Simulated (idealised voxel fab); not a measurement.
Documented hereafter: the process module known as voxel capacitor over wiring.
FYI the section here is cut, 295 nm wide, cells are 5 nm squares.
Cross-section, as written here: a square-cell grid given band by band from the top down, where a band holds one or more rows of cells.
The entry gives the band's vertical extent as a top height and a bottom height in nm, then its horizontal make-up as materials from left to right, each with a width in nm. "blank" stands for empty space; a single material marked "throughout" fills the band edge to edge.
It should be noted that heights are counted from 0, beneath which the wafer as supplied is of one material throughout, and that the lowest band possesses no lower boundary but continues downward, as written in "0 and below".
Width spec "30 to 40" -> top row of cells at first value, bottom row at second value, equal per-row change in between.
You'll sometimes find "remained the same" written for a step, and that's the way of saying that nowhere in the cross-section did a cell change during that step.
Empty spaces without an open route to the top, at least 8 cells in extent, make up the entry "Sealed void listing"; each is given as width x height at distance, where the distance is measured from the left edge, and all are in nm.
Past the settings on a step's line: simulator remark, on that step.
Among the settings permitted on a step's line is "overlay nm"; applied to a step with a mask, it specifies the extent to which the mask lay to the right of its planned position, whereas a negative figure signifies a position to the left.

[Process steps (planned)]
- 1: RECEIVE, material Si
- 2: CONFORMAL_DEP, material SiO2, thk nm 10
- 3: CONFORMAL_DEP, material SiN, thk nm 5
- 4: DIRECTIONAL_DEP, material lowk, thk nm 25
- 5: MASKED_ETCH, tone open, mask id METAL_1, width nm 20, pitch nm 85, etch materials lowk, depth nm 25, overlay nm 0
- 6: MASKED_ETCH, tone open, mask id METAL_1, width nm 20, pitch nm 85, etch materials SiN, depth nm 5, overlay nm 0
- 7: CONFORMAL_DEP, material TiN, thk nm 5
- 8: FILL_DEP, material Cu, thk nm 5
- 9: CMP, height nm 40
- 10: CONFORMAL_DEP, material SiCN, thk nm 5
- 11: DIRECTIONAL_DEP, material lowk, thk nm 10
- 12: MASKED_ETCH, tone open, mask id PLUG_1, width nm 15, etch materials lowk, depth nm 10, overlay nm 0
- 13: MASKED_ETCH, tone open, mask id PLUG_1, width nm 15, etch materials SiCN, depth nm 5, overlay nm 0
- 14: EPI, material Ru, thk nm 10
- 15: EPI, material Ru, thk nm 5
- 16: DIRECTIONAL_DEP, material TiN, thk nm 10
- 17: DIRECTIONAL_DEP, material SiN, thk nm 5
- 18: DIRECTIONAL_DEP, material TiN, thk nm 5
- 19: DIRECTIONAL_DEP, material aC, thk nm 15
- 20: PATTERN, tone cover, mask id UPPER_PLATE, material resist, width nm 70, thk nm 30, overlay nm 0
- 21: DIRECTIONAL_ETCH, etch materials aC, depth nm 15
- 22: STRIP, etch materials resist
- 23: DIRECTIONAL_ETCH, etch materials TiN, depth nm 5
- 24: DIRECTIONAL_ETCH, etch materials SiN, depth nm 5
- 25: STRIP, etch materials aC
- 26: DIRECTIONAL_DEP, material aC, thk nm 15
- 27: PATTERN, tone cover, mask id LOWER_PLATE, material resist, width nm 80, thk nm 30, overlay nm 0
- 28: DIRECTIONAL_ETCH, etch materials aC, depth nm 15
- 29: STRIP, etch materials resist
- 30: DIRECTIONAL_ETCH, etch materials TiN, depth nm 10
- 31: STRIP, etch materials aC
- 32: FILL_DEP, material SiO2, thk nm 15
- 33: CMP, height nm 85
- 34: PATTERN, tone open, mask id PLUG_2, material resist, width nm 15, thk nm 15, overlay nm 0
- 35: DIRECTIONAL_ETCH, etch materials SiO2, depth nm 10
- 36: STRIP, etch materials resist
- 37: CONFORMAL_DEP, material TiN, thk nm 5
- 38: FILL_DEP, material W, thk nm 5
- 39: CMP, height nm 85
- 40: CONFORMAL_DEP, material SiCN, thk nm 5

[Account of the first of two wafers, which was processed as intended]

[This is the cross-section of the wafer as we received it, i.e. after step 1]
> 0 and below | Si throughout
> Sealed void listing: none

[State of the wafer after step 2, shown in cross-section]
> 10 down to 0 | SiO2 throughout
> Below 0, no change.

[State of the wafer after step 3, shown in cross-section]
> 15 down to 10 | SiN throughout
> Below 10, no change.

[State of the wafer after step 4, shown in cross-section]
> 40 down to 15 | lowk throughout
> Below 15, no change.

[State of the wafer after step 5, shown in cross-section]
> 40 down to 15 | lowk (95) / blank (20) / lowk (65) / blank (20) / lowk (95)
> Below 15, no change.

[State of the wafer after step 6, shown in cross-section]
> 40 down to 15 | lowk (95) / blank (20) / lowk (65) / blank (20) / lowk (95)
> 15 down to 10 | SiN (95) / blank (20) / SiN (65) / blank (20) / SiN (95)
> Below 10, no change.

[State of the wafer after step 7, shown in cross-section]
> 45 down to 40 | TiN (100) / blank (10) / TiN (75) / blank (10) / TiN (100)
> 40 down to 15 | lowk (95) / TiN (5) / blank (10) / TiN (5) / lowk (65) / TiN (5) / blank (10) / TiN (5) / lowk (95)
> 15 down to 10 | SiN (95) / TiN (20) / SiN (65) / TiN (20) / SiN (95)
> Below 10, no change.

[State of the wafer after step 8, shown in cross-section]
> 50 down to 45 | Cu throughout
> 45 down to 40 | TiN (100) / Cu (10) / TiN (75) / Cu (10) / TiN (100)
> 40 down to 15 | lowk (95) / TiN (5) / Cu (10) / TiN (5) / lowk (65) / TiN (5) / Cu (10) / TiN (5) / lowk (95)
> Below 15, no change.

[State of the wafer after step 9, shown in cross-section]
> 40 down to 15 | lowk (95) / TiN (5) / Cu (10) / TiN (5) / lowk (65) / TiN (5) / Cu (10) / TiN (5) / lowk (95)
> Below 15, no change.

[State of the wafer after step 10, shown in cross-section]
> 45 down to 40 | SiCN throughout
> Below 40, no change.

[State of the wafer after step 11, shown in cross-section]
> 55 down to 45 | lowk throughout
> Below 45, no change.

[State of the wafer after step 12, shown in cross-section]
> 55 down to 45 | lowk (100) / blank (15) / lowk (180)
> Below 45, no change.

[State of the wafer after step 13, shown in cross-section]
> 55 down to 45 | lowk (100) / blank (15) / lowk (180)
> 45 down to 40 | SiCN (100) / blank (15) / SiCN (180)
> Below 40, no change.

[State of the wafer after step 14, shown in cross-section]
> 55 down to 50 | lowk (100) / blank (15) / lowk (180)
> 50 down to 45 | lowk (100) / Ru (15) / lowk (180)
> 45 down to 40 | SiCN (100) / Ru (15) / SiCN (180)
> Below 40, no change.

[State of the wafer after step 15, shown in cross-section]
> 55 down to 45 | lowk (100) / Ru (15) / lowk (180)
> Below 45, no change.

[State of the wafer after step 16, shown in cross-section]
> 65 down to 55 | TiN throughout
> Below 55, no change.

[State of the wafer after step 17, shown in cross-section]
> 70 down to 65 | SiN throughout
> Below 65, no change.

[State of the wafer after step 18, shown in cross-section]
> 75 down to 70 | TiN throughout
> Below 70, no change.

[State of the wafer after step 19, shown in cross-section]
> 90 down to 75 | aC throughout
> Below 75, no change.

[State of the wafer after step 20, shown in cross-section]
> 120 down to 90 | blank (100) / resist (70) / blank (125)
> Below 90, no change.

[State of the wafer after step 21, shown in cross-section]
> 105 down to 90 | blank (100) / resist (70) / blank (125)
> 90 down to 75 | blank (100) / aC (70) / blank (125)
> Below 75, no change.

[State of the wafer after step 22, shown in cross-section]
> 90 down to 75 | blank (100) / aC (70) / blank (125)
> Below 75, no change.

[State of the wafer after step 23, shown in cross-section]
> 90 down to 75 | blank (100) / aC (70) / blank (125)
> 75 down to 70 | blank (100) / TiN (70) / blank (125)
> Below 70, no change.

[State of the wafer after step 24, shown in cross-section]
> 90 down to 75 | blank (100) / aC (70) / blank (125)
> 75 down to 70 | blank (100) / TiN (70) / blank (125)
> 70 down to 65 | blank (100) / SiN (70) / blank (125)
> Below 65, no change.

[State of the wafer after step 25, shown in cross-section]
> 75 down to 70 | blank (100) / TiN (70) / blank (125)
> Below 70, no change.

[State of the wafer after step 26, shown in cross-section]
> 90 down to 80 | blank (100) / aC (70) / blank (125)
> 80 down to 75 | aC throughout
> 75 down to 70 | aC (100) / TiN (70) / aC (125)
> 70 down to 65 | aC (100) / SiN (70) / aC (125)
> Below 65, no change.

[State of the wafer after step 27, shown in cross-section]
> 120 down to 90 | blank (95) / resist (80) / blank (120)
> 90 down to 80 | blank (95) / resist (5) / aC (70) / resist (5) / blank (120)
> Below 80, no change.

[State of the wafer after step 28, shown in cross-section]
> 105 down to 90 | blank (95) / resist (80) / blank (120)
> 90 down to 80 | blank (95) / resist (5) / aC (70) / resist (5) / blank (120)
> 80 down to 75 | blank (95) / aC (80) / blank (120)
> 75 down to 70 | blank (95) / aC (5) / TiN (70) / aC (5) / blank (120)
> 70 down to 65 | blank (95) / aC (5) / SiN (70) / aC (5) / blank (120)
> Below 65, no change.

[State of the wafer after step 29, shown in cross-section]
> 90 down to 80 | blank (100) / aC (70) / blank (125)
> Below 80, no change.

[State of the wafer after step 30, shown in cross-section]
> 90 down to 80 | blank (100) / aC (70) / blank (125)
> 80 down to 75 | blank (95) / aC (80) / blank (120)
> 75 down to 70 | blank (95) / aC (5) / TiN (70) / aC (5) / blank (120)
> 70 down to 65 | blank (95) / aC (5) / SiN (70) / aC (5) / blank (120)
> 65 down to 55 | blank (95) / TiN (80) / blank (120)
> Below 55, no change.

[State of the wafer after step 31, shown in cross-section]
> 75 down to 70 | blank (100) / TiN (70) / blank (125)
> 70 down to 65 | blank (100) / SiN (70) / blank (125)
> Below 65, no change.

[State of the wafer after step 32, shown in cross-section]
> 90 down to 75 | SiO2 throughout
> 75 down to 70 | SiO2 (100) / TiN (70) / SiO2 (125)
> 70 down to 65 | SiO2 (100) / SiN (70) / SiO2 (125)
> 65 down to 55 | SiO2 (95) / TiN (80) / SiO2 (120)
> Below 55, no change.

[State of the wafer after step 33, shown in cross-section]
> 85 down to 75 | SiO2 throughout
> Below 75, no change.

[State of the wafer after step 34, shown in cross-section]
> 100 down to 85 | resist (110) / blank (15) / resist (170)
> Below 85, no change.

[State of the wafer after step 35, shown in cross-section]
> 100 down to 85 | resist (110) / blank (15) / resist (170)
> 85 down to 75 | SiO2 (110) / blank (15) / SiO2 (170)
> Below 75, no change.

[State of the wafer after step 36, shown in cross-section]
> 85 down to 75 | SiO2 (110) / blank (15) / SiO2 (170)
> Below 75, no change.

[State of the wafer after step 37, shown in cross-section]
> 90 down to 85 | TiN (115) / blank (5) / TiN (175)
> 85 down to 80 | SiO2 (110) / TiN (5) / blank (5) / TiN (5) / SiO2 (170)
> 80 down to 70 | SiO2 (110 to 100) / TiN (15 to 70) / SiO2 (170 to 125)
> Below 70, no change.

[State of the wafer after step 38, shown in cross-section]
> 95 down to 90 | W throughout
> 90 down to 85 | TiN (115) / W (5) / TiN (175)
> 85 down to 80 | SiO2 (110) / TiN (5) / W (5) / TiN (5) / SiO2 (170)
> Below 80, no change.

[State of the wafer after step 39, shown in cross-section]
> 85 down to 80 | SiO2 (110) / TiN (5) / W (5) / TiN (5) / SiO2 (170)
> Below 80, no change.

[State of the wafer after step 40, shown in cross-section]
> 90 down to 85 | SiCN throughout
> Below 85, no change.

[Wafer two of the pair: same origin, same plan, one error during the run; identical to wafer one up to and including step 9]

[Cross-sectional representation of the second wafer at the time designated in the plan for the completion of step 10]
> 45 down to 40 | Cu throughout
> Below 40, no change.

[Cross-sectional representation of the second wafer at the time designated in the plan for the completion of step 11]
> 55 down to 45 | lowk throughout
> Below 45, no change.

[Cross-sectional representation of the second wafer at the time designated in the plan for the completion of step 12]
> 55 down to 45 | lowk (100) / blank (15) / lowk (180)
> Below 45, no change.

Cross-sectional representation of the second wafer at the time designated in the plan for the completion of step 13: remained the same

[Cross-sectional representation of the second wafer at the time designated in the plan for the completion of step 14]
> 55 down to 45 | lowk (100) / Ru (15) / lowk (180)
> Below 45, no change.

[Cross-sectional representation of the second wafer at the time designated in the plan for the completion of step 15]
> 60 down to 55 | blank (95) / Ru (25) / blank (175)
> Below 55, no change.

[Cross-sectional representation of the second wafer at the time designated in the plan for the completion of step 16]
> 70 down to 65 | blank (95) / TiN (25) / blank (175)
> 65 down to 60 | TiN throughout
> 60 down to 55 | TiN (95) / Ru (25) / TiN (175)
> Below 55, no change.

[Cross-sectional representation of the second wafer at the time designated in the plan for the completion of step 17]
> 75 down to 70 | blank (95) / SiN (25) / blank (175)
> 70 down to 65 | SiN (95) / TiN (25) / SiN (175)
> Below 65, no change.

[Cross-sectional representation of the second wafer at the time designated in the plan for the completion of step 18]
> 80 down to 75 | blank (95) / TiN (25) / blank (175)
> 75 down to 70 | TiN (95) / SiN (25) / TiN (175)
> Below 70, no change.

[Cross-sectional representation of the second wafer at the time designated in the plan for the completion of step 19]
> 95 down to 90 | blank (95) / aC (25) / blank (175)
> 90 down to 80 | aC throughout
> 80 down to 75 | aC (95) / TiN (25) / aC (175)
> Below 75, no change.

[Cross-sectional representation of the second wafer at the time designated in the plan for the completion of step 20]
> 125 down to 95 | blank (100) / resist (70) / blank (125)
> 95 down to 90 | blank (95) / aC (25) / resist (50) / blank (125)
> Below 90, no change.

[Cross-sectional representation of the second wafer at the time designated in the plan for the completion of step 21]
> 110 down to 95 | blank (100) / resist (70) / blank (125)
> 95 down to 90 | blank (100) / aC (20) / resist (50) / blank (125)
> 90 down to 80 | blank (100) / aC (70) / blank (125)
> 80 down to 75 | blank (95) / TiN (25) / aC (50) / blank (125)
> Below 75, no change.

[Cross-sectional representation of the second wafer at the time designated in the plan for the completion of step 22]
> 95 down to 90 | blank (100) / aC (20) / blank (175)
> Below 90, no change.

[Cross-sectional representation of the second wafer at the time designated in the plan for the completion of step 23]
> 95 down to 90 | blank (100) / aC (20) / blank (175)
> 90 down to 80 | blank (100) / aC (70) / blank (125)
> 80 down to 75 | blank (100) / TiN (20) / aC (50) / blank (125)
> 75 down to 70 | blank (95) / SiN (25) / TiN (50) / blank (125)
> Below 70, no change.

[Cross-sectional representation of the second wafer at the time designated in the plan for the completion of step 24]
> 95 down to 90 | blank (100) / aC (20) / blank (175)
> 90 down to 80 | blank (100) / aC (70) / blank (125)
> 80 down to 75 | blank (100) / TiN (20) / aC (50) / blank (125)
> 75 down to 70 | blank (100) / SiN (20) / TiN (50) / blank (125)
> 70 down to 65 | blank (95) / TiN (25) / SiN (50) / blank (125)
> Below 65, no change.

[Cross-sectional representation of the second wafer at the time designated in the plan for the completion of step 25]
> 80 down to 75 | blank (100) / TiN (20) / blank (175)
> Below 75, no change.

[Cross-sectional representation of the second wafer at the time designated in the plan for the completion of step 26]
> 95 down to 85 | blank (100) / aC (20 to 70) / blank (175 to 125)
> 85 down to 80 | blank (95) / aC (75) / blank (125)
> 80 down to 75 | aC (100) / TiN (20) / aC (175)
> 75 down to 70 | aC (100) / SiN (20) / TiN (50) / aC (125)
> 70 down to 65 | aC (95) / TiN (25) / SiN (50) / aC (125)
> Below 65, no change.

[Cross-sectional representation of the second wafer at the time designated in the plan for the completion of step 27]
> 125 down to 95 | blank (95) / resist (80) / blank (120)
> 95 down to 85 | blank (95) / resist (5) / aC (20 to 70) / resist (55 to 5) / blank (120)
> 85 down to 80 | blank (95) / aC (75) / resist (5) / blank (120)
> Below 80, no change.

[Cross-sectional representation of the second wafer at the time designated in the plan for the completion of step 28]
> 110 down to 95 | blank (95) / resist (80) / blank (120)
> 95 down to 85 | blank (95) / resist (5) / aC (20 to 70) / resist (55 to 5) / blank (120)
> 85 down to 80 | blank (95) / aC (75) / resist (5) / blank (120)
> 80 down to 75 | blank (95) / aC (5) / TiN (20) / aC (55) / blank (120)
> 75 down to 70 | blank (95) / aC (5) / SiN (20) / TiN (50) / aC (5) / blank (120)
> 70 down to 65 | blank (95) / TiN (25) / SiN (50) / aC (5) / blank (120)
> Below 65, no change.

[Cross-sectional representation of the second wafer at the time designated in the plan for the completion of step 29]
> 95 down to 85 | blank (100) / aC (20 to 70) / blank (175 to 125)
> 85 down to 80 | blank (95) / aC (75) / blank (125)
> Below 80, no change.

[Cross-sectional representation of the second wafer at the time designated in the plan for the completion of step 30]
> 95 down to 85 | blank (100) / aC (20 to 70) / blank (175 to 125)
> 85 down to 80 | blank (95) / aC (75) / blank (125)
> 80 down to 75 | blank (95) / aC (5) / TiN (20) / aC (55) / blank (120)
> 75 down to 70 | blank (95) / aC (5) / SiN (20) / TiN (50) / aC (5) / blank (120)
> 70 down to 65 | blank (95) / TiN (25) / SiN (50) / aC (5) / blank (120)
> 65 down to 60 | blank (95) / TiN (80) / blank (120)
> 60 down to 55 | blank (95) / Ru (25) / TiN (55) / blank (120)
> Below 55, no change.

[Cross-sectional representation of the second wafer at the time designated in the plan for the completion of step 31]
> 80 down to 75 | blank (100) / TiN (20) / blank (175)
> 75 down to 70 | blank (100) / SiN (20) / TiN (50) / blank (125)
> 70 down to 65 | blank (95) / TiN (25) / SiN (50) / blank (125)
> Below 65, no change.

[Cross-sectional representation of the second wafer at the time designated in the plan for the completion of step 32]
> 95 down to 80 | SiO2 throughout
> 80 down to 75 | SiO2 (100) / TiN (20) / SiO2 (175)
> 75 down to 70 | SiO2 (100) / SiN (20) / TiN (50) / SiO2 (125)
> 70 down to 65 | SiO2 (95) / TiN (25) / SiN (50) / SiO2 (125)
> 65 down to 60 | SiO2 (95) / TiN (80) / SiO2 (120)
> 60 down to 55 | SiO2 (95) / Ru (25) / TiN (55) / SiO2 (120)
> Below 55, no change.

[Cross-sectional representation of the second wafer at the time designated in the plan for the completion of step 33]
> 85 down to 80 | SiO2 throughout
> Below 80, no change.

[Cross-sectional representation of the second wafer at the time designated in the plan for the completion of step 34]
> 100 down to 85 | resist (110) / blank (15) / resist (170)
> Below 85, no change.

[Cross-sectional representation of the second wafer at the time designated in the plan for the completion of step 35]
> 100 down to 85 | resist (110) / blank (15) / resist (170)
> 85 down to 80 | SiO2 (110) / blank (15) / SiO2 (170)
> 80 down to 75 | SiO2 (100) / TiN (20) / blank (5) / SiO2 (170)
> Below 75, no change.

[Cross-sectional representation of the second wafer at the time designated in the plan for the completion of step 36]
> 85 down to 80 | SiO2 (110) / blank (15) / SiO2 (170)
> Below 80, no change.

[Cross-sectional representation of the second wafer at the time designated in the plan for the completion of step 37]
> 90 down to 85 | TiN (115) / blank (5) / TiN (175)
> 85 down to 75 | SiO2 (110 to 100) / TiN (15 to 25) / SiO2 (170)
> Below 75, no change.

[Cross-sectional representation of the second wafer at the time designated in the plan for the completion of step 38]
> 95 down to 90 | W throughout
> 90 down to 85 | TiN (115) / W (5) / TiN (175)
> Below 85, no change.

[Cross-sectional representation of the second wafer at the time designated in the plan for the completion of step 39]
> 85 down to 75 | SiO2 (110 to 100) / TiN (15 to 25) / SiO2 (170)
> Below 75, no change.

[Cross-sectional representation of the second wafer at the time designated in the plan for the completion of step 40]
> 90 down to 85 | SiCN throughout
> Below 85, no change.
In executing the process, a mistake was made relative to the plan: off-plan run, step 10, actual operation and settings CONFORMAL_DEP, material Cu, thk nm 5
The closing comparison, in cells, has the second wafer with more or fewer of some materials than the first: +59 Cu; +2 Ru; -56 SiCN; -3 SiO2; -1 TiN; -1 W
